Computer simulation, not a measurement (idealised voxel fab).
Documented hereafter: the process module known as voxel gate over fins.
Square cells of 5 nm make up the cross-section cut, whose width is 265 nm.
A cross-section is written here as square cells arranged in a grid, and it is given in bands from the top down, each band taking up one or more rows of cells. It is stipulated that each band's entry specify, in nanometres, the height of the top of the band and then that of its bottom, followed by the materials of the band in left-to-right sequence, each together with its width in nanometres. A single material marked by the word "edge to edge" is understood to fill the band from edge to edge; the word "empty" is understood to denote empty space. It should be noted that heights are counted from 0, beneath which the wafer as supplied is of one material throughout, and that the lowest band possesses no lower boundary but continues downward, as written in "0 nm and below". A width given as "30..40" starts at the first number in the band's top row and ends at the second number in its bottom row, shifting by an equal amount at every step from row to row. "nothing changed" (step): cross-section cells unchanged, all of them. Closed empty spaces (no open way to the top) of 8 cells or more are what "Sealed voids" lists, each as width x height at distance from the left edge, nm for all three. Heads up: the bit after the settings on a step's line is the simulator's remark on that step. overlay nm: mask offset rightward from planned place, masked step; negative means leftward offset.

[Listed below are the process steps as planned]
1) RECEIVE: material Si
2) CONFORMAL_DEP: material SiN, thk nm 10
3) DIRECTIONAL_DEP: material aC, thk nm 10
4) PATTERN: tone cover, mask id FINS, material resist, width nm 15, pitch nm 50, thk nm 25, overlay nm 0
5) DIRECTIONAL_ETCH: etch materials aC, depth nm 10
6) STRIP: etch materials resist
7) DIRECTIONAL_ETCH: etch materials SiN, depth nm 10
8) DIRECTIONAL_ETCH: etch materials Si, depth nm 30
9) STRIP: etch materials aC
10) FILL_DEP: material SiO2, thk nm 15
11) CMP: height nm 10
12) PATTERN: tone open, mask id RAIL, material resist, width nm 15, thk nm 20, overlay nm 0
13) DIRECTIONAL_ETCH: etch materials SiO2, depth nm 35
14) STRIP: etch materials resist
15) CONFORMAL_DEP: material TiN, thk nm 5
16) FILL_DEP: material Ru, thk nm 5
17) CMP: height nm 10
18) SELECTIVE_ETCH: etch materials W Ru TiN, depth nm 25
19) FILL_DEP: material SiO2, thk nm 5
20) CMP: height nm 10
21) SELECTIVE_ETCH: etch materials SiO2, depth nm 20
22) STRIP: etch materials SiN
23) CONFORMAL_DEP: material HfO2, thk nm 5
24) CONFORMAL_DEP: material TiN, thk nm 5
25) CONFORMAL_DEP: material TiAl, thk nm 5
26) CONFORMAL_DEP: material TiN, thk nm 5
27) FILL_DEP: material W, thk nm 10
28) CMP: height nm 25
29) CONFORMAL_DEP: material SiN, thk nm 5

[Cross-section, incoming material, after step 1]
- 0 nm and below | Si edge to edge
- Sealed voids: none

[Cross-section, first of two wafers, end of module, run as planned]
- 30 nm to 25 nm | SiN edge to edge
- 25 nm to 20 nm | W edge to edge
- 20 nm to 15 nm | W: 55  TiN: 155  W: 55
- 15 nm to 10 nm | W: 55  TiN: 5  TiAl: 45  TiN: 5  TiAl: 45  TiN: 5  TiAl: 45  TiN: 5  W: 55
- 10 nm to 5 nm | TiN: 60  TiAl: 5  TiN: 35  TiAl: 5  TiN: 5  TiAl: 5  TiN: 35  TiAl: 5  TiN: 5  TiAl: 5  TiN: 35  TiAl: 5  TiN: 60
- 5 nm to 0 nm | TiAl: 65  TiN: 5  HfO2: 25  TiN: 5  TiAl: 15  TiN: 5  HfO2: 25  TiN: 5  TiAl: 15  TiN: 5  HfO2: 25  TiN: 5  TiAl: 65
- 0 nm to -5 nm | TiN: 70  HfO2: 5  Si: 15  HfO2: 5  TiN: 25  HfO2: 5  Si: 15  HfO2: 5  TiN: 25  HfO2: 5  Si: 15  HfO2: 5  TiN: 70
- -5 nm to -10 nm | HfO2: 75  Si: 15  HfO2: 35  Si: 15  HfO2: 35  Si: 15  HfO2: 75
- -10 nm to -15 nm | SiO2: 75  Si: 15  SiO2: 35  Si: 15  SiO2: 35  Si: 15  SiO2: 75
- -15 nm to -20 nm | SiO2: 75  Si: 15  SiO2: 10  TiN: 5  Ru: 5  TiN: 5  SiO2: 10  Si: 15  SiO2: 35  Si: 15  SiO2: 75
- -20 nm to -25 nm | SiO2: 75  Si: 15  SiO2: 10  TiN: 15  SiO2: 10  Si: 15  SiO2: 35  Si: 15  SiO2: 75
- -25 nm to -30 nm | SiO2: 75  Si: 15  SiO2: 35  Si: 15  SiO2: 35  Si: 15  SiO2: 75
- -30 nm and below | Si edge to edge
- Sealed voids: none

[Wafer two, end of module, cross-section. Same start, same plan as wafer one. One mistake in the run]
- 30 nm to 25 nm | SiN edge to edge
- 25 nm to 20 nm | W edge to edge
- 20 nm to 15 nm | W: 55  TiN: 155  W: 55
- 15 nm to 10 nm | W: 55  TiN: 5  TiAl: 45  TiN: 5  TiAl: 45  TiN: 5  TiAl: 45  TiN: 5  W: 55
- 10 nm to 5 nm | TiN: 60  TiAl: 5  TiN: 35  TiAl: 5  TiN: 5  TiAl: 5  TiN: 35  TiAl: 5  TiN: 5  TiAl: 5  TiN: 35  TiAl: 5  TiN: 60
- 5 nm to 0 nm | TiAl: 65  TiN: 5  HfO2: 25  TiN: 5  TiAl: 15  TiN: 5  HfO2: 25  TiN: 5  TiAl: 15  TiN: 5  HfO2: 25  TiN: 5  TiAl: 65
- 0 nm to -5 nm | TiN: 70  HfO2: 5  Si: 15  HfO2: 5  TiN: 25  HfO2: 5  Si: 15  HfO2: 5  TiN: 25  HfO2: 5  Si: 15  HfO2: 5  TiN: 70
- -5 nm to -10 nm | HfO2: 75  Si: 15  HfO2: 35  Si: 15  HfO2: 35  Si: 15  HfO2: 75
- -10 nm to -15 nm | SiO2: 75  Si: 15  SiO2: 35  Si: 15  SiO2: 35  Si: 15  SiO2: 75
- -15 nm to -20 nm | SiO2: 75  Si: 15  SiO2: 10  TiN: 5  Ru: 5  TiN: 5  SiO2: 10  Si: 15  SiO2: 35  Si: 15  SiO2: 75
- -20 nm to -25 nm | SiO2: 75  Si: 15  SiO2: 10  TiN: 15  SiO2: 10  Si: 15  SiO2: 35  Si: 15  SiO2: 75
- -25 nm and below | Si edge to edge
- Sealed voids: none
What broke from the plan during processing? contrary to plan, step 8 was performed as DIRECTIONAL_ETCH: etch materials Si, depth nm 25
The closing comparison, in cells, has the second wafer with more or fewer of some materials than the first: Si: 44 more; SiO2: 44 fewer
